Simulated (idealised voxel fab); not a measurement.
Module name: voxel ribs on slabs (process module)
We display cut, a cross-section 295 nm in width whose square cells are each 5 nm.
Reading order for cross-sections: top band down to bottom band. Underlying form: a grid of square cells. Band size: one or more rows of cells. Band: top height; bottom height; in nm. Then, left to right: material with width in nm, for each material. "full width": a single material spanning edge to edge. "empty": empty space. Zero point of the height axis is 0; under it, received wafer = one material. Lowest band: continues down indefinitely, "top 0, no bottom". So if you see something like "30 to 40" for the width, read it as the top row of the band sitting at the first number and the bottom row at the second, with every row in between moving by the same amount as the last. "same as before" means the step left every cell of the cross-section as it was. The entry titled "Enclosed cavity list" provides the empty spaces that have no open way to the top, restricted to those of 8 cells or more. Each is presented as width x height at distance, the distance being measured from the left edge, with all three in nm. Heads up: the bit after the settings on a step's line is the simulator's remark on that step. If you see "overlay nm" on a step's line and that step has a mask, it's telling you how far right of where it was planned the mask ended up; a negative number means it went left instead.
-- Set out below are the planned steps of the process
1 RECEIVE with material Si
2 DIRECTIONAL_DEP with material SiO2, thk nm 30
3 DIRECTIONAL_DEP with material SiN, thk nm 15
4 DIRECTIONAL_DEP with material aC, thk nm 10
5 PATTERN with tone cover, mask id RIB, material resist, width nm 20, thk nm 25, overlay nm 0
6 DIRECTIONAL_ETCH with etch materials aC, depth nm 10
7 STRIP with etch materials resist
8 DIRECTIONAL_ETCH with etch materials SiN, depth nm 5
9 STRIP with etch materials aC
10 PATTERN with tone cover, mask id SLAB, material resist, width nm 70, thk nm 15, overlay nm 0
11 DIRECTIONAL_ETCH with etch materials SiN, depth nm 10
12 STRIP with etch materials resist
13 FILL_DEP with material SiO2, thk nm 20
14 CMP with height nm 55
15 DIRECTIONAL_DEP with material TiN, thk nm 5
16 PATTERN with tone cover, mask id HEATER, material resist, width nm 30, thk nm 15, overlay nm 0
17 DIRECTIONAL_ETCH with etch materials TiN, depth nm 5
18 STRIP with etch materials resist
19 CONFORMAL_DEP with material SiN, thk nm 10
-- Wafer at receipt (post step 1), cross-section
    top 0, no bottom: Si full width
    Enclosed cavity list: none
-- Sectioned view, first of two wafers, at the close of the module, processed as intended in the plan
    top 70, bottom 65: 120 empty, then 50 SiN, then 125 empty
    top 65, bottom 60: SiN full width
    top 60, bottom 55: 130 SiN, then 30 TiN, then 135 SiN
    top 55, bottom 45: SiO2 full width
    top 45, bottom 40: 135 SiO2, then 20 SiN, then 140 SiO2
    top 40, bottom 30: 110 SiO2, then 70 SiN, then 115 SiO2
    top 30, bottom 0: SiO2 full width
    top 0, no bottom: Si full width
    Enclosed cavity list: none
-- Cross-section at end of module for the second wafer of two, which matched the first in starting point and plan and differed by one mistake in its processing
    top 70, bottom 65: 120 empty, then 50 SiN, then 125 empty
    top 65, bottom 60: SiN full width
    top 60, bottom 55: 130 SiN, then 30 TiN, then 135 SiN
    top 55, bottom 45: SiO2 full width
    top 45, bottom 40: 110 SiO2, then 25 SiN, then 20 SiO2, then 25 SiN, then 115 SiO2
    top 40, bottom 35: 110 SiO2, then 70 SiN, then 115 SiO2
    top 35, bottom 30: SiN full width
    top 30, bottom 0: SiO2 full width
    top 0, no bottom: Si full width
    Enclosed cavity list: none
What was the processing mistake? step 5 ran as: PATTERN with tone open, mask id RIB, material resist, width nm 20, thk nm 25, overlay nm 0
End of process, cell counts, second wafer against first, materials with more or fewer: 51 more of SiN, 51 fewer of SiO2
